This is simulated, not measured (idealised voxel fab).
Process module in this document: voxel gate over fins
Shown is cross-section cut, with a width of 220 nm and square cells of size 5 nm.
Cross-sections here: square-cell grids, written as top-down lists of bands, a band being one or more rows of cells. The entry gives the band's vertical extent as a top height and a bottom height in nm, then its horizontal make-up as materials from left to right, each with a width in nm. "empty" stands for empty space; a single material marked "full width" fills the band edge to edge. Beneath 0, the wafer as received is one material, and that level is where height counting begins. The lowest band goes on downward without a bottom; it is written like "0..down". You'd read "30->40" like this: the band's top row of cells is as wide as the first number, its bottom row is as wide as the second, and going down, every row changes width by the same amount as the row before did. It should be understood that the words "stayed the same", when stated for a given step, signify that the cross-section underwent no change in any of its cells during that step. This entry, "Voids, enclosed", enumerates those empty regions of no fewer than 8 cells that possess no open connection to the top. Each region is reported in the form width x height at distance, the distance being taken from the left edge, with all three quantities expressed in nm. On each step's line, the part that comes after the settings is the simulator's own comment on the step. Among the settings permitted on a step's line is "overlay nm"; applied to a step with a mask, it specifies the extent to which the mask lay to the right of its planned position, whereas a negative figure signifies a position to the left.

Listed below are the process steps as planned
- 1: RECEIVE,material Si
- 2: CONFORMAL_DEP,material SiN,thk nm 5
- 3: DIRECTIONAL_DEP,material aC,thk nm 10
- 4: PATTERN,tone cover,mask id FINS,material resist,width nm 15,pitch nm 40,thk nm 25,overlay nm -15
- 5: DIRECTIONAL_ETCH,etch materials aC,depth nm 10
- 6: STRIP,etch materials resist
- 7: DIRECTIONAL_ETCH,etch materials SiN,depth nm 5
- 8: DIRECTIONAL_ETCH,etch materials Si,depth nm 40
- 9: STRIP,etch materials aC
- 10: OXIDIZE,depth nm 5
- 11: FILL_DEP,material SiO2,thk nm 5
- 12: CMP,height nm 5
- 13: SELECTIVE_ETCH,etch materials SiO2,depth nm 15
- 14: STRIP,etch materials SiN
- 15: CONFORMAL_DEP,material HfO2,thk nm 5
- 16: CONFORMAL_DEP,material TiN,thk nm 5
- 17: CONFORMAL_DEP,material TiAl,thk nm 5
- 18: CONFORMAL_DEP,material TiN,thk nm 5
- 19: FILL_DEP,material W,thk nm 10
- 20: CMP,height nm 25
- 21: CONFORMAL_DEP,material SiCN,thk nm 10
Every wafer here starts from the same state; it is the step 4 overlay nm that distinguishes them, and the value the plan gives belongs to the first wafer.

After step 1, as received: first of several wafers, cross-section
    0..down: Si full width
    Voids, enclosed: none

First of several wafers in cross-section at module end, following the final step, step 21
    35..25: SiCN full width
    25..20: W full width
    20..15: W 10 nm  TiN 165 nm  W 45 nm
    15..10: W 10 nm  TiN 5 nm  TiAl 35 nm  TiN 5 nm  TiAl 35 nm  TiN 5 nm  TiAl 35 nm  TiN 5 nm  TiAl 35 nm  TiN 5 nm  W 45 nm
    10..5: TiN 15 nm  TiAl 5 nm  TiN 25 nm  TiAl 5 nm  TiN 5 nm  TiAl 5 nm  TiN 25 nm  TiAl 5 nm  TiN 5 nm  TiAl 5 nm  TiN 25 nm  TiAl 5 nm  TiN 5 nm  TiAl 5 nm  TiN 25 nm  TiAl 5 nm  TiN 50 nm
    5..0: TiAl 20 nm  TiN 5 nm  HfO2 15 nm  TiN 5 nm  TiAl 15 nm  TiN 5 nm  HfO2 15 nm  TiN 5 nm  TiAl 15 nm  TiN 5 nm  HfO2 15 nm  TiN 5 nm  TiAl 15 nm  TiN 5 nm  HfO2 15 nm  TiN 5 nm  TiAl 55 nm
    0..-5: TiN 25 nm  HfO2 5 nm  Si 5 nm  HfO2 5 nm  TiN 25 nm  HfO2 5 nm  Si 5 nm  HfO2 5 nm  TiN 25 nm  HfO2 5 nm  Si 5 nm  HfO2 5 nm  TiN 25 nm  HfO2 5 nm  Si 5 nm  HfO2 5 nm  TiN 60 nm
    -5..-10: HfO2 30 nm  Si 5 nm  HfO2 35 nm  Si 5 nm  HfO2 35 nm  Si 5 nm  HfO2 35 nm  Si 5 nm  HfO2 65 nm
    -10..-45: SiO2 30 nm  Si 5 nm  SiO2 35 nm  Si 5 nm  SiO2 35 nm  Si 5 nm  SiO2 35 nm  Si 5 nm  SiO2 65 nm
    -45..down: Si full width
    Voids, enclosed: none

Sectional view of the last wafer upon completion of the module
    35..25: SiCN full width
    25..20: W full width
    20..15: W 40 nm  TiN 165 nm  W 15 nm
    15..10: W 40 nm  TiN 5 nm  TiAl 35 nm  TiN 5 nm  TiAl 35 nm  TiN 5 nm  TiAl 35 nm  TiN 5 nm  TiAl 35 nm  TiN 5 nm  W 15 nm
    10..5: TiN 45 nm  TiAl 5 nm  TiN 25 nm  TiAl 5 nm  TiN 5 nm  TiAl 5 nm  TiN 25 nm  TiAl 5 nm  TiN 5 nm  TiAl 5 nm  TiN 25 nm  TiAl 5 nm  TiN 5 nm  TiAl 5 nm  TiN 25 nm  TiAl 5 nm  TiN 20 nm
    5..0: TiAl 50 nm  TiN 5 nm  HfO2 15 nm  TiN 5 nm  TiAl 15 nm  TiN 5 nm  HfO2 15 nm  TiN 5 nm  TiAl 15 nm  TiN 5 nm  HfO2 15 nm  TiN 5 nm  TiAl 15 nm  TiN 5 nm  HfO2 15 nm  TiN 5 nm  TiAl 25 nm
    0..-5: TiN 55 nm  HfO2 5 nm  Si 5 nm  HfO2 5 nm  TiN 25 nm  HfO2 5 nm  Si 5 nm  HfO2 5 nm  TiN 25 nm  HfO2 5 nm  Si 5 nm  HfO2 5 nm  TiN 25 nm  HfO2 5 nm  Si 5 nm  HfO2 5 nm  TiN 30 nm
    -5..-10: HfO2 60 nm  Si 5 nm  HfO2 35 nm  Si 5 nm  HfO2 35 nm  Si 5 nm  HfO2 35 nm  Si 5 nm  HfO2 35 nm
    -10..-45: SiO2 60 nm  Si 5 nm  SiO2 35 nm  Si 5 nm  SiO2 35 nm  Si 5 nm  SiO2 35 nm  Si 5 nm  SiO2 35 nm
    -45..down: Si full width
    Voids, enclosed: none

Below: a row per wafer. Contents at end of module: for every material, cells gained since receipt (+) or lost since receipt (-); then closed voids
overlay nm -15, +60 HfO2, -360 Si, +88 SiCN, +280 SiO2, +60 TiAl, +114 TiN, +66 W, Voids, enclosed: none
overlay nm -10, +60 HfO2, -360 Si, +88 SiCN, +280 SiO2, +60 TiAl, +114 TiN, +66 W, Voids, enclosed: none
overlay nm -5, +60 HfO2, -360 Si, +88 SiCN, +280 SiO2, +60 TiAl, +114 TiN, +66 W, Voids, enclosed: none
overlay nm 0, +60 HfO2, -360 Si, +88 SiCN, +280 SiO2, +60 TiAl, +114 TiN, +66 W, Voids, enclosed: none
overlay nm 5, +60 HfO2, -360 Si, +88 SiCN, +280 SiO2, +60 TiAl, +114 TiN, +66 W, Voids, enclosed: none
overlay nm 10, +60 HfO2, -360 Si, +88 SiCN, +280 SiO2, +60 TiAl, +114 TiN, +66 W, Voids, enclosed: none
overlay nm 15, +60 HfO2, -360 Si, +88 SiCN, +280 SiO2, +60 TiAl, +114 TiN, +66 W, Voids, enclosed: none
